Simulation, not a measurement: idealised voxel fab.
process module | voxel lift off
cross-section cut | 285 nm wide | cells 5 nm
A cross-section is a grid of square cells, given in bands from the top down. A band is one or more rows of cells.
Each band's line starts with the height of the band's top and of its bottom, in nm. Then come its materials from left to right, each with its width in nm. One material with "throughout" fills the band from edge to edge. "air" is empty space.
Height 0 is the level under which the wafer as received is all one material. The lowest band goes on downwards, as in "0 down".
A width such as "30 to 40" changes by the same amount from each row of cells to the next, from the band's top row to its bottom row.
"no change" after a step means that no cell of the cross-section changed.
closed voids: empty space of 8 cells or more with no open way to the top, each as width x height at its distance from the left edge, in nm
after a step's settings: what the simulator itself notes on the step
overlay nm, on a step with a mask: how far to the right of its planned place the mask lay; to the left if negative
plan
1 op RECEIVE | material Si
2 op CONFORMAL_DEP | material Al2O3 | thk nm 5
3 op PATTERN | tone open | mask id LINES | material resist | width nm 20 | pitch nm 50 | thk nm 20 | overlay nm 0
4 op DIRECTIONAL_DEP | material Ru | thk nm 10
5 op STRIP | etch materials resist
6 op CONFORMAL_DEP | material SiN | thk nm 5
as received, after step 1
  0 down: Si throughout
  closed voids: none
a wafer at the end: this start, this plan, one mistake
  20 to 15: air 60 | SiN 30 | air 20 | SiN 30 | air 20 | SiN 30 | air 20 | SiN 30 | air 45
  15 to 10: air 60 | SiN 5 | Ru 20 | SiN 5 | air 20 | SiN 5 | Ru 20 | SiN 5 | air 20 | SiN 5 | Ru 20 | SiN 5 | air 20 | SiN 5 | Ru 20 | SiN 5 | air 45
  10 to 5: SiN 65 | Ru 20 | SiN 30 | Ru 20 | SiN 30 | Ru 20 | SiN 30 | Ru 20 | SiN 50
  5 to 0: Al2O3 throughout
  0 down: Si throughout
  closed voids: none
what went wrong: step 3 ran as: op PATTERN | tone open | mask id LINES | material resist | width nm 20 | pitch nm 50 | thk nm 20 | overlay nm 10
